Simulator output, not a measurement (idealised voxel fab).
process module | voxel self aligned vias
cross-section cut | 280 nm wide | cells 5 nm
A cross-section is a grid of square cells, given in bands from the top down. A band is one or more rows of cells.
Each band's line starts with the height of the band's top and of its bottom, in nm. Then come its materials from left to right, each with its width in nm. One material with "throughout" fills the band from edge to edge. "air" is empty space.
Height 0 is the level under which the wafer as received is all one material. The lowest band goes on downwards, as in "0 down".
A width such as "30 to 40" changes by the same amount from each row of cells to the next, from the band's top row to its bottom row.
"no change" after a step means that no cell of the cross-section changed.
closed voids: empty space of 8 cells or more with no open way to the top, each as width x height at its distance from the left edge, in nm
after a step's settings: what the simulator itself notes on the step
overlay nm, on a step with a mask: how far to the right of its planned place the mask lay; to the left if negative
plan
1 op RECEIVE | material Si
2 op CONFORMAL_DEP | material SiO2 | thk nm 10
3 op CONFORMAL_DEP | material SiCN | thk nm 5
4 op DIRECTIONAL_DEP | material SiO2 | thk nm 25
5 op PATTERN | tone open | mask id LINES | material resist | width nm 20 | pitch nm 50 | thk nm 15 | overlay nm 0
6 op DIRECTIONAL_ETCH | etch materials SiO2 | depth nm 25
7 op STRIP | etch materials resist
8 op CONFORMAL_DEP | material TiN | thk nm 5
9 op FILL_DEP | material Ru | thk nm 10
10 op CMP | height nm 40
11 op SELECTIVE_ETCH | etch materials W Ru TiN | depth nm 5
12 op FILL_DEP | material SiN | thk nm 10
13 op CMP | height nm 40
14 op DIRECTIONAL_DEP | material SiO2 | thk nm 20
15 op MASKED_ETCH | tone open | mask id VIAS | width nm 30 | pitch nm 50 | etch materials SiO2 | depth nm 20 | overlay nm 0
16 op MASKED_ETCH | tone open | mask id VIAS | width nm 30 | pitch nm 50 | etch materials SiN | depth nm 5 | overlay nm 0
17 op CONFORMAL_DEP | material TiN | thk nm 5
18 op FILL_DEP | material W | thk nm 10
19 op CMP | height nm 60
20 op CONFORMAL_DEP | material SiCN | thk nm 5
as received, after step 1
  0 down: Si throughout
  closed voids: none
a wafer at the end: this start, this plan, one mistake
  65 to 40: SiCN throughout
  40 to 35: SiO2 80 | SiN 20 | SiO2 30 | SiN 20 | SiO2 30 | SiN 20 | SiO2 80
  35 to 20: SiO2 80 | TiN 5 | Ru 10 | TiN 5 | SiO2 30 | TiN 5 | Ru 10 | TiN 5 | SiO2 30 | TiN 5 | Ru 10 | TiN 5 | SiO2 80
  20 to 15: SiO2 80 | TiN 20 | SiO2 30 | TiN 20 | SiO2 30 | TiN 20 | SiO2 80
  15 to 10: SiCN throughout
  10 to 0: SiO2 throughout
  0 down: Si throughout
  closed voids: none
what went wrong: step 14 ran as: op DIRECTIONAL_DEP | material SiCN | thk nm 20
